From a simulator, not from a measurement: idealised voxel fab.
The name of this process module is voxel transistor to metal.
The cross-section on display is named cut; it measures 150 nm wide, and its cells are 5 nm squares.
Think of the cross-section as a grid of square cells. We describe it in bands, top to bottom, and each band covers one or more rows of those cells. Band: top height; bottom height; in nm. Then, left to right: material with width in nm, for each material. "full width": a single material spanning edge to edge. "empty": empty space. Height reference: 0 = level under which incoming wafer is all one material. Lowest band: no bottom, runs on downward, e.g. "from 0 down". A width given as "30->40" starts at the first number in the band's top row and ends at the second number in its bottom row, shifting by an equal amount at every step from row to row. Take "no change" at face value: in the step it is given for, the cross-section changed in none of its cells. You'll see "Unvented voids" listing empty spaces that have no way open to the top, as long as they're 8 cells or more; the notation is width x height at distance, where the distance is from the left edge, and all of it is in nm. Heads up: the bit after the settings on a step's line is the simulator's remark on that step. overlay nm: how far to the right of its planned place the mask lay on this masked step (negative: to the left).
Steps in the process plan:
1 RECEIVE,material Si
2 OXIDIZE,depth nm 5
3 CONFORMAL_DEP,material SiN,thk nm 15
4 DIRECTIONAL_DEP,material aC,thk nm 15
5 PATTERN,tone cover,mask id ACTIVE,material resist,width nm 95,thk nm 30,overlay nm 0
6 DIRECTIONAL_ETCH,etch materials aC,depth nm 15
7 STRIP,etch materials resist
8 DIRECTIONAL_ETCH,etch materials SiN,depth nm 15
9 DIRECTIONAL_ETCH,etch materials SiO2,depth nm 5
10 DIRECTIONAL_ETCH,etch materials Si,depth nm 35
11 STRIP,etch materials aC
12 OXIDIZE,depth nm 5
13 FILL_DEP,material SiO2,thk nm 5
14 CMP,height nm 15
15 SELECTIVE_ETCH,etch materials SiO2,depth nm 5
16 STRIP,etch materials SiN
17 SELECTIVE_ETCH,etch materials SiO2,depth nm 5
18 OXIDIZE,depth nm 5
19 DIRECTIONAL_DEP,material polySi,thk nm 25
20 DIRECTIONAL_DEP,material SiCN,thk nm 15
21 DIRECTIONAL_DEP,material aC,thk nm 10
22 PATTERN,tone cover,mask id GATE,material resist,width nm 15,thk nm 30,overlay nm 0
23 DIRECTIONAL_ETCH,etch materials aC,depth nm 10
24 STRIP,etch materials resist
25 DIRECTIONAL_ETCH,etch materials SiCN,depth nm 25
26 DIRECTIONAL_ETCH,etch materials polySi,depth nm 35
27 STRIP,etch materials aC
28 CONFORMAL_DEP,material SiO2,thk nm 5
29 DIRECTIONAL_ETCH,etch materials SiO2,depth nm 5
30 CONFORMAL_DEP,material SiN,thk nm 10
31 DIRECTIONAL_ETCH,etch materials SiN,depth nm 10
32 DIRECTIONAL_ETCH,etch materials SiO2,depth nm 5
33 EPI,material SiGe,thk nm 5
34 FILL_DEP,material SiO2,thk nm 10
35 CMP,height nm 35
36 DIRECTIONAL_DEP,material SiO2,thk nm 15
37 MASKED_ETCH,tone open,mask id CONTACT,width nm 30,pitch nm 55,etch materials SiO2,depth nm 55,overlay nm 0
38 CONFORMAL_DEP,material TiN,thk nm 5
39 FILL_DEP,material W,thk nm 5
40 CMP,height nm 50
41 CONFORMAL_DEP,material SiN,thk nm 5
42 DIRECTIONAL_DEP,material lowk,thk nm 15
43 MASKED_ETCH,tone open,mask id METAL_1,width nm 15,pitch nm 70,etch materials lowk,depth nm 15,overlay nm 0
44 MASKED_ETCH,tone open,mask id METAL_1,width nm 15,pitch nm 70,etch materials SiN,depth nm 5,overlay nm 0
45 CONFORMAL_DEP,material TiN,thk nm 5
46 FILL_DEP,material Cu,thk nm 5
47 CMP,height nm 70
48 CONFORMAL_DEP,material SiCN,thk nm 5
Concerning the first of two wafers, which was run in accordance with the plan:
Incoming wafer, cross-sectional view, post step 1:
- from 0 down  Si full width
- Unvented voids: none
Cross-sectional representation of the wafer at the conclusion of step 2:
- from 0 to -5  SiO2 full width
- Under -5: no change, same as before.
Cross-sectional representation of the wafer at the conclusion of step 3:
- from 15 to 0  SiN full width
- Under 0: no change, same as before.
Cross-sectional representation of the wafer at the conclusion of step 4:
- from 30 to 15  aC full width
- Under 15: no change, same as before.
Cross-sectional representation of the wafer at the conclusion of step 5:
- from 60 to 30  25 nm empty | 95 nm resist | 30 nm empty
- Under 30: no change, same as before.
Cross-sectional representation of the wafer at the conclusion of step 6:
- from 45 to 30  25 nm empty | 95 nm resist | 30 nm empty
- from 30 to 15  25 nm empty | 95 nm aC | 30 nm empty
- Under 15: no change, same as before.
Cross-sectional representation of the wafer at the conclusion of step 7:
- from 30 to 15  25 nm empty | 95 nm aC | 30 nm empty
- Under 15: no change, same as before.
Cross-sectional representation of the wafer at the conclusion of step 8:
- from 30 to 15  25 nm empty | 95 nm aC | 30 nm empty
- from 15 to 0  25 nm empty | 95 nm SiN | 30 nm empty
- Under 0: no change, same as before.
Cross-sectional representation of the wafer at the conclusion of step 9:
- from 30 to 15  25 nm empty | 95 nm aC | 30 nm empty
- from 15 to 0  25 nm empty | 95 nm SiN | 30 nm empty
- from 0 to -5  25 nm empty | 95 nm SiO2 | 30 nm empty
- Under -5: no change, same as before.
Cross-sectional representation of the wafer at the conclusion of step 10:
- from 30 to 15  25 nm empty | 95 nm aC | 30 nm empty
- from 15 to 0  25 nm empty | 95 nm SiN | 30 nm empty
- from 0 to -5  25 nm empty | 95 nm SiO2 | 30 nm empty
- from -5 to -40  25 nm empty | 95 nm Si | 30 nm empty
- Under -40: no change, same as before.
Cross-sectional representation of the wafer at the conclusion of step 11:
- from 15 to 0  25 nm empty | 95 nm SiN | 30 nm empty
- Under 0: no change, same as before.
Cross-sectional representation of the wafer at the conclusion of step 12:
- from 15 to 0  25 nm empty | 95 nm SiN | 30 nm empty
- from 0 to -5  25 nm empty | 95 nm SiO2 | 30 nm empty
- from -5 to -40  25 nm empty | 5 nm SiO2 | 85 nm Si | 5 nm SiO2 | 30 nm empty
- from -40 to -45  30 nm SiO2 | 85 nm Si | 35 nm SiO2
- Under -45: no change, same as before.
Cross-sectional representation of the wafer at the conclusion of step 13:
- from 20 to 15  SiO2 full width
- from 15 to 0  25 nm SiO2 | 95 nm SiN | 30 nm SiO2
- from 0 to -5  SiO2 full width
- from -5 to -45  30 nm SiO2 | 85 nm Si | 35 nm SiO2
- Under -45: no change, same as before.
Cross-sectional representation of the wafer at the conclusion of step 14:
- from 15 to 0  25 nm SiO2 | 95 nm SiN | 30 nm SiO2
- Under 0: no change, same as before.
Cross-sectional representation of the wafer at the conclusion of step 15:
- from 15 to 10  25 nm empty | 95 nm SiN | 30 nm empty
- Under 10: no change, same as before.
Cross-sectional representation of the wafer at the conclusion of step 16:
- from 10 to 0  25 nm SiO2 | 95 nm empty | 30 nm SiO2
- Under 0: no change, same as before.
Cross-sectional representation of the wafer at the conclusion of step 17:
- from 5 to -5  20 nm SiO2 | 105 nm empty | 25 nm SiO2
- Under -5: no change, same as before.
Cross-sectional representation of the wafer at the conclusion of step 18:
- from 5 to -5  20 nm SiO2 | 105 nm empty | 25 nm SiO2
- from -5 to -10  SiO2 full width
- Under -10: no change, same as before.
Cross-sectional representation of the wafer at the conclusion of step 19:
- from 30 to 20  20 nm polySi | 105 nm empty | 25 nm polySi
- from 20 to 5  polySi full width
- from 5 to -5  20 nm SiO2 | 105 nm polySi | 25 nm SiO2
- Under -5: no change, same as before.
Cross-sectional representation of the wafer at the conclusion of step 20:
- from 45 to 35  20 nm SiCN | 105 nm empty | 25 nm SiCN
- from 35 to 30  SiCN full width
- from 30 to 20  20 nm polySi | 105 nm SiCN | 25 nm polySi
- Under 20: no change, same as before.
Cross-sectional representation of the wafer at the conclusion of step 21:
- from 55 to 45  20 nm aC | 105 nm empty | 25 nm aC
- from 45 to 35  20 nm SiCN | 105 nm aC | 25 nm SiCN
- Under 35: no change, same as before.
Cross-sectional representation of the wafer at the conclusion of step 22:
- from 85 to 55  65 nm empty | 15 nm resist | 70 nm empty
- from 55 to 45  20 nm aC | 45 nm empty | 15 nm resist | 45 nm empty | 25 nm aC
- Under 45: no change, same as before.
Cross-sectional representation of the wafer at the conclusion of step 23:
- from 75 to 45  65 nm empty | 15 nm resist | 70 nm empty
- from 45 to 35  20 nm SiCN | 45 nm empty | 15 nm aC | 45 nm empty | 25 nm SiCN
- Under 35: no change, same as before.
Cross-sectional representation of the wafer at the conclusion of step 24:
- from 45 to 35  20 nm SiCN | 45 nm empty | 15 nm aC | 45 nm empty | 25 nm SiCN
- Under 35: no change, same as before.
Cross-sectional representation of the wafer at the conclusion of step 25:
- from 45 to 35  65 nm empty | 15 nm aC | 70 nm empty
- from 35 to 30  65 nm empty | 15 nm SiCN | 70 nm empty
- from 30 to 20  20 nm polySi | 45 nm empty | 15 nm SiCN | 45 nm empty | 25 nm polySi
- Under 20: no change, same as before.
Cross-sectional representation of the wafer at the conclusion of step 26:
- from 45 to 35  65 nm empty | 15 nm aC | 70 nm empty
- from 35 to 20  65 nm empty | 15 nm SiCN | 70 nm empty
- from 20 to 5  65 nm empty | 15 nm polySi | 70 nm empty
- from 5 to -5  20 nm SiO2 | 45 nm empty | 15 nm polySi | 45 nm empty | 25 nm SiO2
- Under -5: no change, same as before.
Cross-sectional representation of the wafer at the conclusion of step 27:
- from 35 to 20  65 nm empty | 15 nm SiCN | 70 nm empty
- Under 20: no change, same as before.
Cross-sectional representation of the wafer at the conclusion of step 28:
- from 40 to 35  60 nm empty | 25 nm SiO2 | 65 nm empty
- from 35 to 20  60 nm empty | 5 nm SiO2 | 15 nm SiCN | 5 nm SiO2 | 65 nm empty
- from 20 to 10  60 nm empty | 5 nm SiO2 | 15 nm polySi | 5 nm SiO2 | 65 nm empty
- from 10 to 0  25 nm SiO2 | 35 nm empty | 5 nm SiO2 | 15 nm polySi | 5 nm SiO2 | 35 nm empty | 30 nm SiO2
- from 0 to -5  65 nm SiO2 | 15 nm polySi | 70 nm SiO2
- Under -5: no change, same as before.
Cross-sectional representation of the wafer at the conclusion of step 29:
- from 35 to 20  60 nm empty | 5 nm SiO2 | 15 nm SiCN | 5 nm SiO2 | 65 nm empty
- from 20 to 5  60 nm empty | 5 nm SiO2 | 15 nm polySi | 5 nm SiO2 | 65 nm empty
- from 5 to -5  25 nm SiO2 | 35 nm empty | 5 nm SiO2 | 15 nm polySi | 5 nm SiO2 | 35 nm empty | 30 nm SiO2
- Under -5: no change, same as before.
Cross-sectional representation of the wafer at the conclusion of step 30:
- from 45 to 35  50 nm empty | 45 nm SiN | 55 nm empty
- from 35 to 20  50 nm empty | 10 nm SiN | 5 nm SiO2 | 15 nm SiCN | 5 nm SiO2 | 10 nm SiN | 55 nm empty
- from 20 to 15  50 nm empty | 10 nm SiN | 5 nm SiO2 | 15 nm polySi | 5 nm SiO2 | 10 nm SiN | 55 nm empty
- from 15 to 5  35 nm SiN | 15 nm empty | 10 nm SiN | 5 nm SiO2 | 15 nm polySi | 5 nm SiO2 | 10 nm SiN | 15 nm empty | 40 nm SiN
- from 5 to -5  25 nm SiO2 | 35 nm SiN | 5 nm SiO2 | 15 nm polySi | 5 nm SiO2 | 35 nm SiN | 30 nm SiO2
- Under -5: no change, same as before.
Cross-sectional representation of the wafer at the conclusion of step 31:
- from 35 to 20  50 nm empty | 10 nm SiN | 5 nm SiO2 | 15 nm SiCN | 5 nm SiO2 | 10 nm SiN | 55 nm empty
- from 20 to 5  50 nm empty | 10 nm SiN | 5 nm SiO2 | 15 nm polySi | 5 nm SiO2 | 10 nm SiN | 55 nm empty
- from 5 to -5  25 nm SiO2 | 10 nm SiN | 15 nm empty | 10 nm SiN | 5 nm SiO2 | 15 nm polySi | 5 nm SiO2 | 10 nm SiN | 15 nm empty | 10 nm SiN | 30 nm SiO2
- Under -5: no change, same as before.
Cross-sectional representation of the wafer at the conclusion of step 32:
- from 35 to 30  50 nm empty | 10 nm SiN | 5 nm empty | 15 nm SiCN | 5 nm empty | 10 nm SiN | 55 nm empty
- from 30 to 20  50 nm empty | 10 nm SiN | 5 nm SiO2 | 15 nm SiCN | 5 nm SiO2 | 10 nm SiN | 55 nm empty
- from 20 to 5  50 nm empty | 10 nm SiN | 5 nm SiO2 | 15 nm polySi | 5 nm SiO2 | 10 nm SiN | 55 nm empty
- from 5 to 0  25 nm empty | 10 nm SiN | 15 nm empty | 10 nm SiN | 5 nm SiO2 | 15 nm polySi | 5 nm SiO2 | 10 nm SiN | 15 nm empty | 10 nm SiN | 30 nm empty
- from 0 to -5  25 nm SiO2 | 10 nm SiN | 15 nm empty | 10 nm SiN | 5 nm SiO2 | 15 nm polySi | 5 nm SiO2 | 10 nm SiN | 15 nm empty | 10 nm SiN | 30 nm SiO2
- from -5 to -10  35 nm SiO2 | 15 nm empty | 45 nm SiO2 | 15 nm empty | 40 nm SiO2
- Under -10: no change, same as before.
Cross-sectional representation of the wafer at the conclusion of step 33:
- from 35 to 30  50 nm empty | 10 nm SiN | 5 nm empty | 15 nm SiCN | 5 nm empty | 10 nm SiN | 55 nm empty
- from 30 to 20  50 nm empty | 10 nm SiN | 5 nm SiO2 | 15 nm SiCN | 5 nm SiO2 | 10 nm SiN | 55 nm empty
- from 20 to 5  50 nm empty | 10 nm SiN | 5 nm SiO2 | 15 nm polySi | 5 nm SiO2 | 10 nm SiN | 55 nm empty
- from 5 to 0  25 nm empty | 10 nm SiN | 15 nm empty | 10 nm SiN | 5 nm SiO2 | 15 nm polySi | 5 nm SiO2 | 10 nm SiN | 15 nm empty | 10 nm SiN | 30 nm empty
- from 0 to -5  25 nm SiO2 | 10 nm SiN | 15 nm empty | 10 nm SiN | 5 nm SiO2 | 15 nm polySi | 5 nm SiO2 | 10 nm SiN | 15 nm empty | 10 nm SiN | 30 nm SiO2
- from -5 to -10  35 nm SiO2 | 15 nm SiGe | 45 nm SiO2 | 15 nm SiGe | 40 nm SiO2
- Under -10: no change, same as before.
Cross-sectional representation of the wafer at the conclusion of step 34:
- from 45 to 35  SiO2 full width
- from 35 to 20  50 nm SiO2 | 10 nm SiN | 5 nm SiO2 | 15 nm SiCN | 5 nm SiO2 | 10 nm SiN | 55 nm SiO2
- from 20 to 5  50 nm SiO2 | 10 nm SiN | 5 nm SiO2 | 15 nm polySi | 5 nm SiO2 | 10 nm SiN | 55 nm SiO2
- from 5 to -5  25 nm SiO2 | 10 nm SiN | 15 nm SiO2 | 10 nm SiN | 5 nm SiO2 | 15 nm polySi | 5 nm SiO2 | 10 nm SiN | 15 nm SiO2 | 10 nm SiN | 30 nm SiO2
- Under -5: no change, same as before.
Cross-sectional representation of the wafer at the conclusion of step 35:
- from 35 to 20  50 nm SiO2 | 10 nm SiN | 5 nm SiO2 | 15 nm SiCN | 5 nm SiO2 | 10 nm SiN | 55 nm SiO2
- Under 20: no change, same as before.
Cross-sectional representation of the wafer at the conclusion of step 36:
- from 50 to 35  SiO2 full width
- Under 35: no change, same as before.
Cross-sectional representation of the wafer at the conclusion of step 37:
- from 50 to 35  30 nm SiO2 | 30 nm empty | 25 nm SiO2 | 30 nm empty | 35 nm SiO2
- from 35 to 20  30 nm SiO2 | 20 nm empty | 10 nm SiN | 5 nm SiO2 | 15 nm SiCN | 5 nm SiO2 | 10 nm SiN | 20 nm empty | 35 nm SiO2
- from 20 to 5  30 nm SiO2 | 20 nm empty | 10 nm SiN | 5 nm SiO2 | 15 nm polySi | 5 nm SiO2 | 10 nm SiN | 20 nm empty | 35 nm SiO2
- from 5 to -5  25 nm SiO2 | 10 nm SiN | 15 nm empty | 10 nm SiN | 5 nm SiO2 | 15 nm polySi | 5 nm SiO2 | 10 nm SiN | 15 nm empty | 10 nm SiN | 30 nm SiO2
- Under -5: no change, same as before.
Cross-sectional representation of the wafer at the conclusion of step 38:
- from 55 to 50  35 nm TiN | 20 nm empty | 35 nm TiN | 20 nm empty | 40 nm TiN
- from 50 to 40  30 nm SiO2 | 5 nm TiN | 20 nm empty | 5 nm TiN | 25 nm SiO2 | 5 nm TiN | 20 nm empty | 5 nm TiN | 35 nm SiO2
- from 40 to 35  30 nm SiO2 | 5 nm TiN | 10 nm empty | 15 nm TiN | 25 nm SiO2 | 15 nm TiN | 10 nm empty | 5 nm TiN | 35 nm SiO2
- from 35 to 20  30 nm SiO2 | 5 nm TiN | 10 nm empty | 5 nm TiN | 10 nm SiN | 5 nm SiO2 | 15 nm SiCN | 5 nm SiO2 | 10 nm SiN | 5 nm TiN | 10 nm empty | 5 nm TiN | 35 nm SiO2
- from 20 to 10  30 nm SiO2 | 5 nm TiN | 10 nm empty | 5 nm TiN | 10 nm SiN | 5 nm SiO2 | 15 nm polySi | 5 nm SiO2 | 10 nm SiN | 5 nm TiN | 10 nm empty | 5 nm TiN | 35 nm SiO2
- from 10 to 5  30 nm SiO2 | 10 nm TiN | 5 nm empty | 5 nm TiN | 10 nm SiN | 5 nm SiO2 | 15 nm polySi | 5 nm SiO2 | 10 nm SiN | 5 nm TiN | 5 nm empty | 10 nm TiN | 35 nm SiO2
- from 5 to 0  25 nm SiO2 | 10 nm SiN | 5 nm TiN | 5 nm empty | 5 nm TiN | 10 nm SiN | 5 nm SiO2 | 15 nm polySi | 5 nm SiO2 | 10 nm SiN | 5 nm TiN | 5 nm empty | 5 nm TiN | 10 nm SiN | 30 nm SiO2
- from 0 to -5  25 nm SiO2 | 10 nm SiN | 15 nm TiN | 10 nm SiN | 5 nm SiO2 | 15 nm polySi | 5 nm SiO2 | 10 nm SiN | 15 nm TiN | 10 nm SiN | 30 nm SiO2
- Under -5: no change, same as before.
Cross-sectional representation of the wafer at the conclusion of step 39:
- from 60 to 55  W full width
- from 55 to 50  35 nm TiN | 20 nm W | 35 nm TiN | 20 nm W | 40 nm TiN
- from 50 to 40  30 nm SiO2 | 5 nm TiN | 20 nm W | 5 nm TiN | 25 nm SiO2 | 5 nm TiN | 20 nm W | 5 nm TiN | 35 nm SiO2
- from 40 to 35  30 nm SiO2 | 5 nm TiN | 10 nm W | 15 nm TiN | 25 nm SiO2 | 15 nm TiN | 10 nm W | 5 nm TiN | 35 nm SiO2
- from 35 to 20  30 nm SiO2 | 5 nm TiN | 10 nm W | 5 nm TiN | 10 nm SiN | 5 nm SiO2 | 15 nm SiCN | 5 nm SiO2 | 10 nm SiN | 5 nm TiN | 10 nm W | 5 nm TiN | 35 nm SiO2
- from 20 to 10  30 nm SiO2 | 5 nm TiN | 10 nm W | 5 nm TiN | 10 nm SiN | 5 nm SiO2 | 15 nm polySi | 5 nm SiO2 | 10 nm SiN | 5 nm TiN | 10 nm W | 5 nm TiN | 35 nm SiO2
- from 10 to 5  30 nm SiO2 | 10 nm TiN | 5 nm W | 5 nm TiN | 10 nm SiN | 5 nm SiO2 | 15 nm polySi | 5 nm SiO2 | 10 nm SiN | 5 nm TiN | 5 nm W | 10 nm TiN | 35 nm SiO2
- from 5 to 0  25 nm SiO2 | 10 nm SiN | 5 nm TiN | 5 nm W | 5 nm TiN | 10 nm SiN | 5 nm SiO2 | 15 nm polySi | 5 nm SiO2 | 10 nm SiN | 5 nm TiN | 5 nm W | 5 nm TiN | 10 nm SiN | 30 nm SiO2
- Under 0: no change, same as before.
Cross-sectional representation of the wafer at the conclusion of step 40:
- from 50 to 40  30 nm SiO2 | 5 nm TiN | 20 nm W | 5 nm TiN | 25 nm SiO2 | 5 nm TiN | 20 nm W | 5 nm TiN | 35 nm SiO2
- Under 40: no change, same as before.
Cross-sectional representation of the wafer at the conclusion of step 41:
- from 55 to 50  SiN full width
- Under 50: no change, same as before.
Cross-sectional representation of the wafer at the conclusion of step 42:
- from 70 to 55  lowk full width
- Under 55: no change, same as before.
Cross-sectional representation of the wafer at the conclusion of step 43:
- from 70 to 55  30 nm lowk | 15 nm empty | 55 nm lowk | 15 nm empty | 35 nm lowk
- Under 55: no change, same as before.
Cross-sectional representation of the wafer at the conclusion of step 44:
- from 70 to 55  30 nm lowk | 15 nm empty | 55 nm lowk | 15 nm empty | 35 nm lowk
- from 55 to 50  30 nm SiN | 15 nm empty | 55 nm SiN | 15 nm empty | 35 nm SiN
- Under 50: no change, same as before.
Cross-sectional representation of the wafer at the conclusion of step 45:
- from 75 to 70  35 nm TiN | 5 nm empty | 65 nm TiN | 5 nm empty | 40 nm TiN
- from 70 to 55  30 nm lowk | 5 nm TiN | 5 nm empty | 5 nm TiN | 55 nm lowk | 5 nm TiN | 5 nm empty | 5 nm TiN | 35 nm lowk
- from 55 to 50  30 nm SiN | 15 nm TiN | 55 nm SiN | 15 nm TiN | 35 nm SiN
- Under 50: no change, same as before.
Cross-sectional representation of the wafer at the conclusion of step 46:
- from 80 to 75  Cu full width
- from 75 to 70  35 nm TiN | 5 nm Cu | 65 nm TiN | 5 nm Cu | 40 nm TiN
- from 70 to 55  30 nm lowk | 5 nm TiN | 5 nm Cu | 5 nm TiN | 55 nm lowk | 5 nm TiN | 5 nm Cu | 5 nm TiN | 35 nm lowk
- Under 55: no change, same as before.
Cross-sectional representation of the wafer at the conclusion of step 47:
- from 70 to 55  30 nm lowk | 5 nm TiN | 5 nm Cu | 5 nm TiN | 55 nm lowk | 5 nm TiN | 5 nm Cu | 5 nm TiN | 35 nm lowk
- Under 55: no change, same as before.
Cross-sectional representation of the wafer at the conclusion of step 48:
- from 75 to 70  SiCN full width
- Under 70: no change, same as before.
Wafer two. Identical start, identical plan. One mistake in execution. Identical history through step 36:
Second wafer at the planned finish of step 37, seen in cross-section:
- from 50 to 35  25 nm SiO2 | 40 nm empty | 15 nm SiO2 | 40 nm empty | 30 nm SiO2
- from 35 to 20  25 nm SiO2 | 25 nm empty | 10 nm SiN | 5 nm empty | 15 nm SiCN | 5 nm empty | 10 nm SiN | 25 nm empty | 30 nm SiO2
- from 20 to 5  25 nm SiO2 | 25 nm empty | 10 nm SiN | 5 nm empty | 15 nm polySi | 5 nm empty | 10 nm SiN | 25 nm empty | 30 nm SiO2
- from 5 to -5  25 nm SiO2 | 10 nm SiN | 15 nm empty | 10 nm SiN | 5 nm empty | 15 nm polySi | 5 nm empty | 10 nm SiN | 15 nm empty | 10 nm SiN | 30 nm SiO2
- Under -5: no change, same as before.
Second wafer at the planned finish of step 38, seen in cross-section:
- from 55 to 50  30 nm TiN | 30 nm empty | 25 nm TiN | 30 nm empty | 35 nm TiN
- from 50 to 40  25 nm SiO2 | 5 nm TiN | 30 nm empty | 5 nm TiN | 15 nm SiO2 | 5 nm TiN | 30 nm empty | 5 nm TiN | 30 nm SiO2
- from 40 to 35  25 nm SiO2 | 5 nm TiN | 15 nm empty | 20 nm TiN | 15 nm SiO2 | 20 nm TiN | 15 nm empty | 5 nm TiN | 30 nm SiO2
- from 35 to 20  25 nm SiO2 | 5 nm TiN | 15 nm empty | 5 nm TiN | 10 nm SiN | 5 nm TiN | 15 nm SiCN | 5 nm TiN | 10 nm SiN | 5 nm TiN | 15 nm empty | 5 nm TiN | 30 nm SiO2
- from 20 to 10  25 nm SiO2 | 5 nm TiN | 15 nm empty | 5 nm TiN | 10 nm SiN | 5 nm TiN | 15 nm polySi | 5 nm TiN | 10 nm SiN | 5 nm TiN | 15 nm empty | 5 nm TiN | 30 nm SiO2
- from 10 to 5  25 nm SiO2 | 15 nm TiN | 5 nm empty | 5 nm TiN | 10 nm SiN | 5 nm TiN | 15 nm polySi | 5 nm TiN | 10 nm SiN | 5 nm TiN | 5 nm empty | 15 nm TiN | 30 nm SiO2
- from 5 to 0  25 nm SiO2 | 10 nm SiN | 5 nm TiN | 5 nm empty | 5 nm TiN | 10 nm SiN | 5 nm TiN | 15 nm polySi | 5 nm TiN | 10 nm SiN | 5 nm TiN | 5 nm empty | 5 nm TiN | 10 nm SiN | 30 nm SiO2
- from 0 to -5  25 nm SiO2 | 10 nm SiN | 15 nm TiN | 10 nm SiN | 5 nm TiN | 15 nm polySi | 5 nm TiN | 10 nm SiN | 15 nm TiN | 10 nm SiN | 30 nm SiO2
- Under -5: no change, same as before.
Second wafer at the planned finish of step 39, seen in cross-section:
- from 60 to 55  W full width
- from 55 to 50  30 nm TiN | 30 nm W | 25 nm TiN | 30 nm W | 35 nm TiN
- from 50 to 40  25 nm SiO2 | 5 nm TiN | 30 nm W | 5 nm TiN | 15 nm SiO2 | 5 nm TiN | 30 nm W | 5 nm TiN | 30 nm SiO2
- from 40 to 35  25 nm SiO2 | 5 nm TiN | 15 nm W | 20 nm TiN | 15 nm SiO2 | 20 nm TiN | 15 nm W | 5 nm TiN | 30 nm SiO2
- from 35 to 20  25 nm SiO2 | 5 nm TiN | 15 nm W | 5 nm TiN | 10 nm SiN | 5 nm TiN | 15 nm SiCN | 5 nm TiN | 10 nm SiN | 5 nm TiN | 15 nm W | 5 nm TiN | 30 nm SiO2
- from 20 to 10  25 nm SiO2 | 5 nm TiN | 15 nm W | 5 nm TiN | 10 nm SiN | 5 nm TiN | 15 nm polySi | 5 nm TiN | 10 nm SiN | 5 nm TiN | 15 nm W | 5 nm TiN | 30 nm SiO2
- from 10 to 5  25 nm SiO2 | 15 nm TiN | 5 nm W | 5 nm TiN | 10 nm SiN | 5 nm TiN | 15 nm polySi | 5 nm TiN | 10 nm SiN | 5 nm TiN | 5 nm W | 15 nm TiN | 30 nm SiO2
- from 5 to 0  25 nm SiO2 | 10 nm SiN | 5 nm TiN | 5 nm W | 5 nm TiN | 10 nm SiN | 5 nm TiN | 15 nm polySi | 5 nm TiN | 10 nm SiN | 5 nm TiN | 5 nm W | 5 nm TiN | 10 nm SiN | 30 nm SiO2
- Under 0: no change, same as before.
Second wafer at the planned finish of step 40, seen in cross-section:
- from 50 to 40  25 nm SiO2 | 5 nm TiN | 30 nm W | 5 nm TiN | 15 nm SiO2 | 5 nm TiN | 30 nm W | 5 nm TiN | 30 nm SiO2
- Under 40: no change, same as before.
Second wafer at the planned finish of step 41, seen in cross-section:
- from 55 to 50  SiN full width
- Under 50: no change, same as before.
Second wafer at the planned finish of step 42, seen in cross-section:
- from 70 to 55  lowk full width
- Under 55: no change, same as before.
Second wafer at the planned finish of step 43, seen in cross-section:
- from 70 to 55  30 nm lowk | 15 nm empty | 55 nm lowk | 15 nm empty | 35 nm lowk
- Under 55: no change, same as before.
Second wafer at the planned finish of step 44, seen in cross-section:
- from 70 to 55  30 nm lowk | 15 nm empty | 55 nm lowk | 15 nm empty | 35 nm lowk
- from 55 to 50  30 nm SiN | 15 nm empty | 55 nm SiN | 15 nm empty | 35 nm SiN
- Under 50: no change, same as before.
Second wafer at the planned finish of step 45, seen in cross-section:
- from 75 to 70  35 nm TiN | 5 nm empty | 65 nm TiN | 5 nm empty | 40 nm TiN
- from 70 to 55  30 nm lowk | 5 nm TiN | 5 nm empty | 5 nm TiN | 55 nm lowk | 5 nm TiN | 5 nm empty | 5 nm TiN | 35 nm lowk
- from 55 to 50  30 nm SiN | 15 nm TiN | 55 nm SiN | 15 nm TiN | 35 nm SiN
- Under 50: no change, same as before.
Second wafer at the planned finish of step 46, seen in cross-section:
- from 80 to 75  Cu full width
- from 75 to 70  35 nm TiN | 5 nm Cu | 65 nm TiN | 5 nm Cu | 40 nm TiN
- from 70 to 55  30 nm lowk | 5 nm TiN | 5 nm Cu | 5 nm TiN | 55 nm lowk | 5 nm TiN | 5 nm Cu | 5 nm TiN | 35 nm lowk
- Under 55: no change, same as before.
Second wafer at the planned finish of step 47, seen in cross-section:
- from 70 to 55  30 nm lowk | 5 nm TiN | 5 nm Cu | 5 nm TiN | 55 nm lowk | 5 nm TiN | 5 nm Cu | 5 nm TiN | 35 nm lowk
- Under 55: no change, same as before.
Second wafer at the planned finish of step 48, seen in cross-section:
- from 75 to 70  SiCN full width
- Under 70: no change, same as before.
Deviation noted in wafer processing: step 37 ran as: MASKED_ETCH,tone open,mask id CONTACT,width nm 40,pitch nm 55,etch materials SiO2,depth nm 55,overlay nm 0
The closing comparison, in cells, has the second wafer with more or fewer of some materials than the first: SiO2: 40 fewer, TiN: 20 more, W: 20 more
